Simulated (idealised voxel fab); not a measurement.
process module | voxel transistor to metal
cross-section cut | 180 nm wide | cells 5 nm
A cross-section is a grid of square cells, given in bands from the top down. A band is one or more rows of cells.
Each band's line starts with the height of the band's top and of its bottom, in nm. Then come its materials from left to right, each with its width in nm. One material with "throughout" fills the band from edge to edge. "air" is empty space.
Height 0 is the level under which the wafer as received is all one material. The lowest band goes on downwards, as in "0 down".
A width such as "30 to 40" changes by the same amount from each row of cells to the next, from the band's top row to its bottom row.
"no change" after a step means that no cell of the cross-section changed.
closed voids: empty space of 8 cells or more with no open way to the top, each as width x height at its distance from the left edge, in nm
after a step's settings: what the simulator itself notes on the step
overlay nm, on a step with a mask: how far to the right of its planned place the mask lay; to the left if negative
plan
1 op RECEIVE | material Si
2 op CONFORMAL_DEP | material SiO2 | thk nm 5
3 op CONFORMAL_DEP | material SiN | thk nm 10
4 op MASKED_ETCH | tone cover | mask id ACTIVE | width nm 95 | etch materials SiN | depth nm 10 | overlay nm 0
5 op MASKED_ETCH | tone cover | mask id ACTIVE | width nm 95 | etch materials SiO2 | depth nm 5 | overlay nm 0
6 op MASKED_ETCH | tone cover | mask id ACTIVE | width nm 95 | etch materials Si | depth nm 35 | overlay nm 0
7 op OXIDIZE | depth nm 5
8 op FILL_DEP | material SiO2 | thk nm 10
9 op CMP | height nm 15
10 op SELECTIVE_ETCH | etch materials SiO2 | depth nm 10
11 op STRIP | etch materials SiN
12 op SELECTIVE_ETCH | etch materials SiO2 | depth nm 5
13 op OXIDIZE | depth nm 5
14 op DIRECTIONAL_DEP | material polySi | thk nm 30
15 op DIRECTIONAL_DEP | material SiCN | thk nm 15
16 op PATTERN | tone cover | mask id GATE | material resist | width nm 25 | thk nm 15 | overlay nm 0
17 op DIRECTIONAL_ETCH | etch materials SiCN | depth nm 25
18 op DIRECTIONAL_ETCH | etch materials polySi | depth nm 40
19 op STRIP | etch materials resist
20 op CONFORMAL_DEP | material SiN | thk nm 5
21 op DIRECTIONAL_ETCH | etch materials SiN | depth nm 5
22 op DIRECTIONAL_ETCH | etch materials SiO2 | depth nm 5
23 op EPI | material SiGe | thk nm 5
24 op FILL_DEP | material SiO2 | thk nm 5
25 op CMP | height nm 30
26 op STRIP | etch materials polySi
27 op SELECTIVE_ETCH | etch materials SiO2 | depth nm 5
28 op CONFORMAL_DEP | material HfO2 | thk nm 5
29 op CONFORMAL_DEP | material TiN | thk nm 5
30 op FILL_DEP | material W | thk nm 10
31 op CMP | height nm 25
32 op DIRECTIONAL_DEP | material SiO2 | thk nm 15
33 op PATTERN | tone open | mask id CONTACT | material resist | width nm 15 | pitch nm 70 | thk nm 15 | overlay nm 0
34 op DIRECTIONAL_ETCH | etch materials SiO2 | depth nm 40
35 op STRIP | etch materials resist
36 op CONFORMAL_DEP | material TiN | thk nm 5
37 op FILL_DEP | material Ru | thk nm 10
38 op CMP | height nm 40
39 op CONFORMAL_DEP | material SiN | thk nm 5
40 op DIRECTIONAL_DEP | material SiO2 | thk nm 25
41 op PATTERN | tone open | mask id METAL_1 | material resist | width nm 15 | pitch nm 70 | thk nm 15 | overlay nm 0
42 op DIRECTIONAL_ETCH | etch materials SiO2 | depth nm 25
43 op DIRECTIONAL_ETCH | etch materials SiN | depth nm 5
44 op STRIP | etch materials resist
45 op CONFORMAL_DEP | material TiN | thk nm 5
46 op FILL_DEP | material Cu | thk nm 10
47 op CMP | height nm 70
48 op CONFORMAL_DEP | material SiCN | thk nm 5
49 op DIRECTIONAL_DEP | material SiO2 | thk nm 30
50 op DIRECTIONAL_DEP | material aC | thk nm 10
51 op PATTERN | tone open | mask id METAL_2 | material resist | width nm 15 | pitch nm 70 | thk nm 25 | overlay nm 0
52 op DIRECTIONAL_ETCH | etch materials aC | depth nm 10
53 op STRIP | etch materials resist
54 op DIRECTIONAL_ETCH | etch materials SiO2 | depth nm 15
55 op STRIP | etch materials aC
56 op DIRECTIONAL_DEP | material aC | thk nm 15
57 op PATTERN | tone open | mask id METAL_2_HOLES | material resist | width nm 15 | pitch nm 70 | thk nm 30 | overlay nm 0
58 op DIRECTIONAL_ETCH | etch materials aC | depth nm 15
59 op STRIP | etch materials resist
60 op DIRECTIONAL_ETCH | etch materials SiO2 | depth nm 15
61 op DIRECTIONAL_ETCH | etch materials SiCN | depth nm 5
62 op STRIP | etch materials aC
63 op CONFORMAL_DEP | material TiN | thk nm 5
64 op FILL_DEP | material Cu | thk nm 10
65 op CMP | height nm 105
66 op CONFORMAL_DEP | material SiCN | thk nm 5
first wafer, as planned
as received, after step 1
  0 down: Si throughout
  closed voids: none
after step 2
  5 to 0: SiO2 throughout
  below 0: unchanged
after step 3
  15 to 5: SiN throughout
  below 5: unchanged
after step 4
  15 to 5: air 40 | SiN 95 | air 45
  below 5: unchanged
after step 5
  15 to 5: air 40 | SiN 95 | air 45
  5 to 0: air 40 | SiO2 95 | air 45
  below 0: unchanged
after step 6
  15 to 5: air 40 | SiN 95 | air 45
  5 to 0: air 40 | SiO2 95 | air 45
  0 to -35: air 40 | Si 95 | air 45
  below -35: unchanged
after step 7
  15 to 5: air 40 | SiN 95 | air 45
  5 to 0: air 40 | SiO2 95 | air 45
  0 to -35: air 40 | SiO2 5 | Si 85 | SiO2 5 | air 45
  -35 to -40: SiO2 45 | Si 85 | SiO2 50
  below -40: unchanged
after step 8
  25 to 15: SiO2 throughout
  15 to 5: SiO2 40 | SiN 95 | SiO2 45
  5 to 0: SiO2 throughout
  0 to -40: SiO2 45 | Si 85 | SiO2 50
  below -40: unchanged
after step 9
  15 to 5: SiO2 40 | SiN 95 | SiO2 45
  below 5: unchanged
after step 10
  15 to 5: air 40 | SiN 95 | air 45
  below 5: unchanged
after step 11
  5 to 0: SiO2 throughout
  below 0: unchanged
after step 12
  0 to -40: SiO2 45 | Si 85 | SiO2 50
  below -40: unchanged
after step 13
  0 to -5: SiO2 throughout
  below -5: unchanged
after step 14
  30 to 0: polySi throughout
  below 0: unchanged
after step 15
  45 to 30: SiCN throughout
  below 30: unchanged
after step 16
  60 to 45: air 75 | resist 25 | air 80
  below 45: unchanged
after step 17
  60 to 45: air 75 | resist 25 | air 80
  45 to 30: air 75 | SiCN 25 | air 80
  below 30: unchanged
after step 18
  60 to 45: air 75 | resist 25 | air 80
  45 to 30: air 75 | SiCN 25 | air 80
  30 to 0: air 75 | polySi 25 | air 80
  below 0: unchanged
after step 19
  45 to 30: air 75 | SiCN 25 | air 80
  below 30: unchanged
after step 20
  50 to 45: air 70 | SiN 35 | air 75
  45 to 30: air 70 | SiN 5 | SiCN 25 | SiN 5 | air 75
  30 to 5: air 70 | SiN 5 | polySi 25 | SiN 5 | air 75
  5 to 0: SiN 75 | polySi 25 | SiN 80
  below 0: unchanged
after step 21
  45 to 30: air 70 | SiN 5 | SiCN 25 | SiN 5 | air 75
  30 to 0: air 70 | SiN 5 | polySi 25 | SiN 5 | air 75
  below 0: unchanged
after step 22
  45 to 30: air 70 | SiN 5 | SiCN 25 | SiN 5 | air 75
  30 to 0: air 70 | SiN 5 | polySi 25 | SiN 5 | air 75
  0 to -5: air 70 | SiO2 35 | air 75
  below -5: unchanged
after step 23
  45 to 30: air 70 | SiN 5 | SiCN 25 | SiN 5 | air 75
  30 to 0: air 70 | SiN 5 | polySi 25 | SiN 5 | air 75
  0 to -5: air 40 | SiGe 30 | SiO2 35 | SiGe 30 | air 45
  below -5: unchanged
after step 24
  50 to 45: SiO2 throughout
  45 to 30: SiO2 70 | SiN 5 | SiCN 25 | SiN 5 | SiO2 75
  30 to 0: SiO2 70 | SiN 5 | polySi 25 | SiN 5 | SiO2 75
  0 to -5: SiO2 40 | SiGe 30 | SiO2 35 | SiGe 30 | SiO2 45
  below -5: unchanged
after step 25
  30 to 0: SiO2 70 | SiN 5 | polySi 25 | SiN 5 | SiO2 75
  below 0: unchanged
after step 26
  30 to 0: SiO2 70 | SiN 5 | air 25 | SiN 5 | SiO2 75
  below 0: unchanged
after step 27
  30 to 25: air 70 | SiN 5 | air 25 | SiN 5 | air 75
  25 to 0: SiO2 70 | SiN 5 | air 25 | SiN 5 | SiO2 75
  0 to -5: SiO2 40 | SiGe 30 | air 35 | SiGe 30 | SiO2 45
  below -5: unchanged
after step 28
  35 to 30: air 65 | HfO2 15 | air 15 | HfO2 15 | air 70
  30 to 25: HfO2 70 | SiN 5 | HfO2 5 | air 15 | HfO2 5 | SiN 5 | HfO2 75
  25 to 0: SiO2 70 | SiN 5 | HfO2 5 | air 15 | HfO2 5 | SiN 5 | SiO2 75
  0 to -5: SiO2 40 | SiGe 30 | HfO2 35 | SiGe 30 | SiO2 45
  below -5: unchanged
after step 29
  40 to 35: air 60 | TiN 25 | air 5 | TiN 25 | air 65
  35 to 30: TiN 65 | HfO2 15 | TiN 5 | air 5 | TiN 5 | HfO2 15 | TiN 70
  30 to 25: HfO2 70 | SiN 5 | HfO2 5 | TiN 5 | air 5 | TiN 5 | HfO2 5 | SiN 5 | HfO2 75
  25 to 5: SiO2 70 | SiN 5 | HfO2 5 | TiN 5 | air 5 | TiN 5 | HfO2 5 | SiN 5 | SiO2 75
  5 to 0: SiO2 70 | SiN 5 | HfO2 5 | TiN 15 | HfO2 5 | SiN 5 | SiO2 75
  below 0: unchanged
after step 30
  50 to 40: W throughout
  40 to 35: W 60 | TiN 25 | W 5 | TiN 25 | W 65
  35 to 30: TiN 65 | HfO2 15 | TiN 5 | W 5 | TiN 5 | HfO2 15 | TiN 70
  30 to 25: HfO2 70 | SiN 5 | HfO2 5 | TiN 5 | W 5 | TiN 5 | HfO2 5 | SiN 5 | HfO2 75
  25 to 5: SiO2 70 | SiN 5 | HfO2 5 | TiN 5 | W 5 | TiN 5 | HfO2 5 | SiN 5 | SiO2 75
  below 5: unchanged
after step 31
  25 to 5: SiO2 70 | SiN 5 | HfO2 5 | TiN 5 | W 5 | TiN 5 | HfO2 5 | SiN 5 | SiO2 75
  below 5: unchanged
after step 32
  40 to 25: SiO2 throughout
  below 25: unchanged
after step 33
  55 to 40: resist 45 | air 15 | resist 55 | air 15 | resist 50
  below 40: unchanged
after step 34
  55 to 40: resist 45 | air 15 | resist 55 | air 15 | resist 50
  40 to 25: SiO2 45 | air 15 | SiO2 55 | air 15 | SiO2 50
  25 to 5: SiO2 45 | air 15 | SiO2 10 | SiN 5 | HfO2 5 | TiN 5 | W 5 | TiN 5 | HfO2 5 | SiN 5 | SiO2 10 | air 15 | SiO2 50
  5 to 0: SiO2 45 | air 15 | SiO2 10 | SiN 5 | HfO2 5 | TiN 15 | HfO2 5 | SiN 5 | SiO2 10 | air 15 | SiO2 50
  below 0: unchanged
after step 35
  40 to 25: SiO2 45 | air 15 | SiO2 55 | air 15 | SiO2 50
  below 25: unchanged
after step 36
  45 to 40: TiN 50 | air 5 | TiN 65 | air 5 | TiN 55
  40 to 25: SiO2 45 | TiN 5 | air 5 | TiN 5 | SiO2 55 | TiN 5 | air 5 | TiN 5 | SiO2 50
  25 to 5: SiO2 45 | TiN 5 | air 5 | TiN 5 | SiO2 10 | SiN 5 | HfO2 5 | TiN 5 | W 5 | TiN 5 | HfO2 5 | SiN 5 | SiO2 10 | TiN 5 | air 5 | TiN 5 | SiO2 50
  5 to 0: SiO2 45 | TiN 15 | SiO2 10 | SiN 5 | HfO2 5 | TiN 15 | HfO2 5 | SiN 5 | SiO2 10 | TiN 15 | SiO2 50
  below 0: unchanged
after step 37
  55 to 45: Ru throughout
  45 to 40: TiN 50 | Ru 5 | TiN 65 | Ru 5 | TiN 55
  40 to 25: SiO2 45 | TiN 5 | Ru 5 | TiN 5 | SiO2 55 | TiN 5 | Ru 5 | TiN 5 | SiO2 50
  25 to 5: SiO2 45 | TiN 5 | Ru 5 | TiN 5 | SiO2 10 | SiN 5 | HfO2 5 | TiN 5 | W 5 | TiN 5 | HfO2 5 | SiN 5 | SiO2 10 | TiN 5 | Ru 5 | TiN 5 | SiO2 50
  below 5: unchanged
after step 38
  40 to 25: SiO2 45 | TiN 5 | Ru 5 | TiN 5 | SiO2 55 | TiN 5 | Ru 5 | TiN 5 | SiO2 50
  below 25: unchanged
after step 39
  45 to 40: SiN throughout
  below 40: unchanged
after step 40
  70 to 45: SiO2 throughout
  below 45: unchanged
after step 41
  85 to 70: resist 45 | air 15 | resist 55 | air 15 | resist 50
  below 70: unchanged
after step 42
  85 to 70: resist 45 | air 15 | resist 55 | air 15 | resist 50
  70 to 45: SiO2 45 | air 15 | SiO2 55 | air 15 | SiO2 50
  below 45: unchanged
after step 43
  85 to 70: resist 45 | air 15 | resist 55 | air 15 | resist 50
  70 to 45: SiO2 45 | air 15 | SiO2 55 | air 15 | SiO2 50
  45 to 40: SiN 45 | air 15 | SiN 55 | air 15 | SiN 50
  below 40: unchanged
after step 44
  70 to 45: SiO2 45 | air 15 | SiO2 55 | air 15 | SiO2 50
  below 45: unchanged
after step 45
  75 to 70: TiN 50 | air 5 | TiN 65 | air 5 | TiN 55
  70 to 45: SiO2 45 | TiN 5 | air 5 | TiN 5 | SiO2 55 | TiN 5 | air 5 | TiN 5 | SiO2 50
  45 to 40: SiN 45 | TiN 15 | SiN 55 | TiN 15 | SiN 50
  below 40: unchanged
after step 46
  85 to 75: Cu throughout
  75 to 70: TiN 50 | Cu 5 | TiN 65 | Cu 5 | TiN 55
  70 to 45: SiO2 45 | TiN 5 | Cu 5 | TiN 5 | SiO2 55 | TiN 5 | Cu 5 | TiN 5 | SiO2 50
  below 45: unchanged
after step 47
  70 to 45: SiO2 45 | TiN 5 | Cu 5 | TiN 5 | SiO2 55 | TiN 5 | Cu 5 | TiN 5 | SiO2 50
  below 45: unchanged
after step 48
  75 to 70: SiCN throughout
  below 70: unchanged
after step 49
  105 to 75: SiO2 throughout
  below 75: unchanged
after step 50
  115 to 105: aC throughout
  below 105: unchanged
after step 51
  140 to 115: resist 45 | air 15 | resist 55 | air 15 | resist 50
  below 115: unchanged
after step 52
  130 to 115: resist 45 | air 15 | resist 55 | air 15 | resist 50
  115 to 105: aC 45 | air 15 | aC 55 | air 15 | aC 50
  below 105: unchanged
after step 53
  115 to 105: aC 45 | air 15 | aC 55 | air 15 | aC 50
  below 105: unchanged
after step 54
  115 to 105: aC 45 | air 15 | aC 55 | air 15 | aC 50
  105 to 90: SiO2 45 | air 15 | SiO2 55 | air 15 | SiO2 50
  below 90: unchanged
after step 55
  105 to 90: SiO2 45 | air 15 | SiO2 55 | air 15 | SiO2 50
  below 90: unchanged
after step 56
  120 to 105: aC 45 | air 15 | aC 55 | air 15 | aC 50
  105 to 90: SiO2 45 | aC 15 | SiO2 55 | aC 15 | SiO2 50
  below 90: unchanged
after step 57
  150 to 120: resist 45 | air 15 | resist 55 | air 15 | resist 50
  below 120: unchanged
after step 58
  135 to 120: resist 45 | air 15 | resist 55 | air 15 | resist 50
  120 to 105: aC 45 | air 15 | aC 55 | air 15 | aC 50
  105 to 90: SiO2 45 | air 15 | SiO2 55 | air 15 | SiO2 50
  below 90: unchanged
after step 59
  120 to 105: aC 45 | air 15 | aC 55 | air 15 | aC 50
  below 105: unchanged
after step 60
  120 to 105: aC 45 | air 15 | aC 55 | air 15 | aC 50
  105 to 75: SiO2 45 | air 15 | SiO2 55 | air 15 | SiO2 50
  below 75: unchanged
after step 61
  120 to 105: aC 45 | air 15 | aC 55 | air 15 | aC 50
  105 to 75: SiO2 45 | air 15 | SiO2 55 | air 15 | SiO2 50
  75 to 70: SiCN 45 | air 15 | SiCN 55 | air 15 | SiCN 50
  below 70: unchanged
after step 62
  105 to 75: SiO2 45 | air 15 | SiO2 55 | air 15 | SiO2 50
  below 75: unchanged
after step 63
  110 to 105: TiN 50 | air 5 | TiN 65 | air 5 | TiN 55
  105 to 75: SiO2 45 | TiN 5 | air 5 | TiN 5 | SiO2 55 | TiN 5 | air 5 | TiN 5 | SiO2 50
  75 to 70: SiCN 45 | TiN 15 | SiCN 55 | TiN 15 | SiCN 50
  below 70: unchanged
after step 64
  120 to 110: Cu throughout
  110 to 105: TiN 50 | Cu 5 | TiN 65 | Cu 5 | TiN 55
  105 to 75: SiO2 45 | TiN 5 | Cu 5 | TiN 5 | SiO2 55 | TiN 5 | Cu 5 | TiN 5 | SiO2 50
  below 75: unchanged
after step 65
  105 to 75: SiO2 45 | TiN 5 | Cu 5 | TiN 5 | SiO2 55 | TiN 5 | Cu 5 | TiN 5 | SiO2 50
  below 75: unchanged
after step 66
  110 to 105: SiCN throughout
  below 105: unchanged
second wafer: like start, like plan, one mistake. Through step 40 it matches the first wafer
when step 41 should have ended
  85 to 70: air 45 | resist 15 | air 55 | resist 15 | air 50
  below 70: unchanged
when step 42 should have ended
  85 to 70: air 45 | resist 15 | air 55 | resist 15 | air 50
  70 to 45: air 45 | SiO2 15 | air 55 | SiO2 15 | air 50
  below 45: unchanged
when step 43 should have ended
  85 to 70: air 45 | resist 15 | air 55 | resist 15 | air 50
  70 to 45: air 45 | SiO2 15 | air 55 | SiO2 15 | air 50
  45 to 40: air 45 | SiN 15 | air 55 | SiN 15 | air 50
  below 40: unchanged
when step 44 should have ended
  70 to 45: air 45 | SiO2 15 | air 55 | SiO2 15 | air 50
  below 45: unchanged
when step 45 should have ended
  75 to 70: air 40 | TiN 25 | air 45 | TiN 25 | air 45
  70 to 45: air 40 | TiN 5 | SiO2 15 | TiN 5 | air 45 | TiN 5 | SiO2 15 | TiN 5 | air 45
  45 to 40: TiN 45 | SiN 15 | TiN 55 | SiN 15 | TiN 50
  below 40: unchanged
when step 46 should have ended
  85 to 75: Cu throughout
  75 to 70: Cu 40 | TiN 25 | Cu 45 | TiN 25 | Cu 45
  70 to 45: Cu 40 | TiN 5 | SiO2 15 | TiN 5 | Cu 45 | TiN 5 | SiO2 15 | TiN 5 | Cu 45
  below 45: unchanged
when step 47 should have ended
  70 to 45: Cu 40 | TiN 5 | SiO2 15 | TiN 5 | Cu 45 | TiN 5 | SiO2 15 | TiN 5 | Cu 45
  below 45: unchanged
when step 48 should have ended
  75 to 70: SiCN throughout
  below 70: unchanged
when step 49 should have ended
  105 to 75: SiO2 throughout
  below 75: unchanged
when step 50 should have ended
  115 to 105: aC throughout
  below 105: unchanged
when step 51 should have ended
  140 to 115: resist 45 | air 15 | resist 55 | air 15 | resist 50
  below 115: unchanged
when step 52 should have ended
  130 to 115: resist 45 | air 15 | resist 55 | air 15 | resist 50
  115 to 105: aC 45 | air 15 | aC 55 | air 15 | aC 50
  below 105: unchanged
when step 53 should have ended
  115 to 105: aC 45 | air 15 | aC 55 | air 15 | aC 50
  below 105: unchanged
when step 54 should have ended
  115 to 105: aC 45 | air 15 | aC 55 | air 15 | aC 50
  105 to 90: SiO2 45 | air 15 | SiO2 55 | air 15 | SiO2 50
  below 90: unchanged
when step 55 should have ended
  105 to 90: SiO2 45 | air 15 | SiO2 55 | air 15 | SiO2 50
  below 90: unchanged
when step 56 should have ended
  120 to 105: aC 45 | air 15 | aC 55 | air 15 | aC 50
  105 to 90: SiO2 45 | aC 15 | SiO2 55 | aC 15 | SiO2 50
  below 90: unchanged
when step 57 should have ended
  150 to 120: resist 45 | air 15 | resist 55 | air 15 | resist 50
  below 120: unchanged
when step 58 should have ended
  135 to 120: resist 45 | air 15 | resist 55 | air 15 | resist 50
  120 to 105: aC 45 | air 15 | aC 55 | air 15 | aC 50
  105 to 90: SiO2 45 | air 15 | SiO2 55 | air 15 | SiO2 50
  below 90: unchanged
when step 59 should have ended
  120 to 105: aC 45 | air 15 | aC 55 | air 15 | aC 50
  below 105: unchanged
when step 60 should have ended
  120 to 105: aC 45 | air 15 | aC 55 | air 15 | aC 50
  105 to 75: SiO2 45 | air 15 | SiO2 55 | air 15 | SiO2 50
  below 75: unchanged
when step 61 should have ended
  120 to 105: aC 45 | air 15 | aC 55 | air 15 | aC 50
  105 to 75: SiO2 45 | air 15 | SiO2 55 | air 15 | SiO2 50
  75 to 70: SiCN 45 | air 15 | SiCN 55 | air 15 | SiCN 50
  below 70: unchanged
when step 62 should have ended
  105 to 75: SiO2 45 | air 15 | SiO2 55 | air 15 | SiO2 50
  below 75: unchanged
when step 63 should have ended
  110 to 105: TiN 50 | air 5 | TiN 65 | air 5 | TiN 55
  105 to 75: SiO2 45 | TiN 5 | air 5 | TiN 5 | SiO2 55 | TiN 5 | air 5 | TiN 5 | SiO2 50
  75 to 70: SiCN 45 | TiN 15 | SiCN 55 | TiN 15 | SiCN 50
  below 70: unchanged
when step 64 should have ended
  120 to 110: Cu throughout
  110 to 105: TiN 50 | Cu 5 | TiN 65 | Cu 5 | TiN 55
  105 to 75: SiO2 45 | TiN 5 | Cu 5 | TiN 5 | SiO2 55 | TiN 5 | Cu 5 | TiN 5 | SiO2 50
  below 75: unchanged
when step 65 should have ended
  105 to 75: SiO2 45 | TiN 5 | Cu 5 | TiN 5 | SiO2 55 | TiN 5 | Cu 5 | TiN 5 | SiO2 50
  below 75: unchanged
when step 66 should have ended
  110 to 105: SiCN throughout
  below 105: unchanged
what went wrong: step 41 ran as: op PATTERN | tone cover | mask id METAL_1 | material resist | width nm 15 | pitch nm 70 | thk nm 15 | overlay nm 0
at the end the second wafer has, in cells: 120 more of Cu | 24 fewer of SiN | 120 fewer of SiO2 | 24 more of TiN
